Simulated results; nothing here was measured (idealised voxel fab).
Herein follows the process module entitled voxel self aligned vias.
FYI the section here is cut, 215 nm wide, cells are 5 nm squares.
A cross-section is a grid of square cells, given in bands from the top down. A band is one or more rows of cells.
What a band's entry tells you: where the top is and where the bottom is, as heights in nm, and after that what lies inside, material by material from left to right, each with its width in nm. Empty space is written as the word "air", and a single material marked with the word "full width" occupies the band from edge to edge.
Heights from 0 (as-received wafer is one material below). Bottom band endless downward, as "0 -> down".
A width given as "30..40" starts at the first number in the band's top row and ends at the second number in its bottom row, shifting by an equal amount at every step from row to row.
When a step is marked "nothing got changed", none of the cells in the cross-section changed during that step.
If an empty space has no open way to the top and is at least 8 cells in size, "Closed void table" lists it, written width x height at distance, where distance is measured from the left edge and every value is in nm.
On a step's line, text after the settings is the simulator commenting on that step.
Regarding "overlay nm": on a step with a mask, it is the distance the mask lay to the right of its planned place; a negative value places it to the left.
This section lists the process steps that were planned:
1 RECEIVE, material Si
2 CONFORMAL_DEP, material SiO2, thk nm 10
3 CONFORMAL_DEP, material SiCN, thk nm 5
4 DIRECTIONAL_DEP, material lowk, thk nm 20
5 MASKED_ETCH, tone open, mask id LINES, width nm 30, pitch nm 60, etch materials lowk, depth nm 20, overlay nm 0
6 CONFORMAL_DEP, material TiN, thk nm 5
7 FILL_DEP, material W, thk nm 5
8 CMP, height nm 35
9 SELECTIVE_ETCH, etch materials W Ru TiN, depth nm 10
10 FILL_DEP, material SiN, thk nm 10
11 CMP, height nm 35
12 DIRECTIONAL_DEP, material lowk, thk nm 20
13 PATTERN, tone open, mask id VIAS, material resist, width nm 40, pitch nm 60, thk nm 15, overlay nm 0
14 DIRECTIONAL_ETCH, etch materials lowk, depth nm 20
15 DIRECTIONAL_ETCH, etch materials SiN, depth nm 10
16 STRIP, etch materials resist
17 CONFORMAL_DEP, material TiN, thk nm 5
18 FILL_DEP, material Cu, thk nm 10
19 CMP, height nm 55
20 CONFORMAL_DEP, material SiCN, thk nm 5
Incoming wafer in cross-section (state: after step 1):
	0 -> down | Si full width
	Closed void table: none
Cross-section at module end, one run error; start and plan unchanged from above:
	60 -> 55 | SiCN full width
	55 -> 40 | lowk: 25  TiN: 5  Cu: 30  TiN: 5  lowk: 20  TiN: 5  Cu: 30  TiN: 5  lowk: 20  TiN: 5  Cu: 30  TiN: 5  lowk: 30
	40 -> 35 | lowk: 25  TiN: 40  lowk: 20  TiN: 40  lowk: 20  TiN: 40  lowk: 30
	35 -> 30 | SiCN full width
	30 -> 10 | lowk full width
	10 -> 0 | SiO2 full width
	0 -> down | Si full width
	Closed void table: none
The plan and the run diverged here: deviation from plan: step 4 and step 3 executed in one another's positions
